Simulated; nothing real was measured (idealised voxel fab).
process module | voxel wiring stack
cross-section cut | 235 nm wide | cells 5 nm
A cross-section is a grid of square cells, given in bands from the top down. A band is one or more rows of cells.
Each band's line starts with the height of the band's top and of its bottom, in nm. Then come its materials from left to right, each with its width in nm. One material with "throughout" fills the band from edge to edge. "air" is empty space.
Height 0 is the level under which the wafer as received is all one material. The lowest band goes on downwards, as in "0 down".
A width such as "30 to 40" changes by the same amount from each row of cells to the next, from the band's top row to its bottom row.
"no change" after a step means that no cell of the cross-section changed.
closed voids: empty space of 8 cells or more with no open way to the top, each as width x height at its distance from the left edge, in nm
after a step's settings: what the simulator itself notes on the step
overlay nm, on a step with a mask: how far to the right of its planned place the mask lay; to the left if negative
plan
1 op RECEIVE | material Si
2 op CONFORMAL_DEP | material SiO2 | thk nm 10
3 op DIRECTIONAL_DEP | material TiN | thk nm 5
4 op DIRECTIONAL_DEP | material Ru | thk nm 15
5 op DIRECTIONAL_DEP | material aC | thk nm 15
6 op PATTERN | tone cover | mask id METAL_1 | material resist | width nm 20 | pitch nm 50 | thk nm 30 | overlay nm 0
7 op DIRECTIONAL_ETCH | etch materials aC | depth nm 15
8 op STRIP | etch materials resist
9 op DIRECTIONAL_ETCH | etch materials Ru | depth nm 15
10 op DIRECTIONAL_ETCH | etch materials TiN | depth nm 5
11 op STRIP | etch materials aC
12 op CONFORMAL_DEP | material SiCN | thk nm 5
13 op FILL_DEP | material SiO2 | thk nm 5
14 op CMP | height nm 30
15 op CONFORMAL_DEP | material SiCN | thk nm 5
16 op DIRECTIONAL_DEP | material SiO2 | thk nm 15
17 op DIRECTIONAL_DEP | material aC | thk nm 10
18 op PATTERN | tone open | mask id PLUG_1 | material resist | width nm 15 | pitch nm 50 | thk nm 25 | overlay nm 0
19 op DIRECTIONAL_ETCH | etch materials aC | depth nm 10
20 op STRIP | etch materials resist
21 op DIRECTIONAL_ETCH | etch materials SiO2 | depth nm 15
22 op DIRECTIONAL_ETCH | etch materials SiCN | depth nm 5
23 op STRIP | etch materials aC
24 op CONFORMAL_DEP | material TiN | thk nm 5
25 op FILL_DEP | material Ru | thk nm 5
26 op CMP | height nm 50
27 op CONFORMAL_DEP | material SiN | thk nm 5
28 op DIRECTIONAL_DEP | material lowk | thk nm 25
29 op MASKED_ETCH | tone open | mask id METAL_2 | width nm 20 | pitch nm 50 | etch materials lowk | depth nm 25 | overlay nm 0
30 op MASKED_ETCH | tone open | mask id METAL_2 | width nm 20 | pitch nm 50 | etch materials SiN | depth nm 5 | overlay nm 0
31 op CONFORMAL_DEP | material TiN | thk nm 5
32 op FILL_DEP | material W | thk nm 5
33 op CMP | height nm 80
34 op CONFORMAL_DEP | material SiCN | thk nm 5
35 op DIRECTIONAL_DEP | material SiO2 | thk nm 30
36 op DIRECTIONAL_DEP | material aC | thk nm 10
37 op PATTERN | tone open | mask id METAL_3_HOLES | material resist | width nm 15 | thk nm 30 | overlay nm 0
38 op DIRECTIONAL_ETCH | etch materials aC | depth nm 10
39 op STRIP | etch materials resist
40 op DIRECTIONAL_ETCH | etch materials SiO2 | depth nm 30
41 op STRIP | etch materials aC
42 op MASKED_ETCH | tone open | mask id METAL_3 | width nm 20 | pitch nm 50 | etch materials SiO2 | depth nm 15 | overlay nm 0
43 op MASKED_ETCH | tone open | mask id METAL_3 | width nm 20 | pitch nm 50 | etch materials SiCN | depth nm 5 | overlay nm 0
44 op CONFORMAL_DEP | material TiN | thk nm 5
45 op FILL_DEP | material Ru | thk nm 5
46 op CMP | height nm 115
47 op CONFORMAL_DEP | material SiN | thk nm 5
as received, after step 1
  0 down: Si throughout
  closed voids: none
a wafer at the end: this start, this plan, one mistake
  120 to 115: SiN throughout
  115 to 105: SiO2 80 | TiN 5 | Ru 5 | TiN 5 | SiO2 140
  105 to 100: SiO2 80 | TiN 15 | SiO2 140
  100 to 85: SiO2 throughout
  85 to 80: SiCN throughout
  80 to 55: lowk 80 | TiN 5 | W 10 | TiN 5 | lowk 30 | TiN 5 | W 10 | TiN 5 | lowk 85
  55 to 50: SiN 80 | TiN 20 | SiN 30 | TiN 20 | SiN 85
  50 to 35: SiO2 80 | TiN 5 | Ru 5 | TiN 5 | SiO2 35 | TiN 5 | Ru 5 | TiN 5 | SiO2 90
  35 to 30: SiCN 80 | TiN 15 | SiCN 35 | TiN 15 | SiCN 90
  30 to 15: SiO2 75 | SiCN 5 | Ru 20 | SiCN 5 | SiO2 20 | SiCN 5 | Ru 20 | SiCN 5 | SiO2 80
  15 to 10: SiCN 80 | TiN 20 | SiCN 30 | TiN 20 | SiCN 85
  10 to 0: SiO2 throughout
  0 down: Si throughout
  closed voids: none
what went wrong: step 35 was run twice
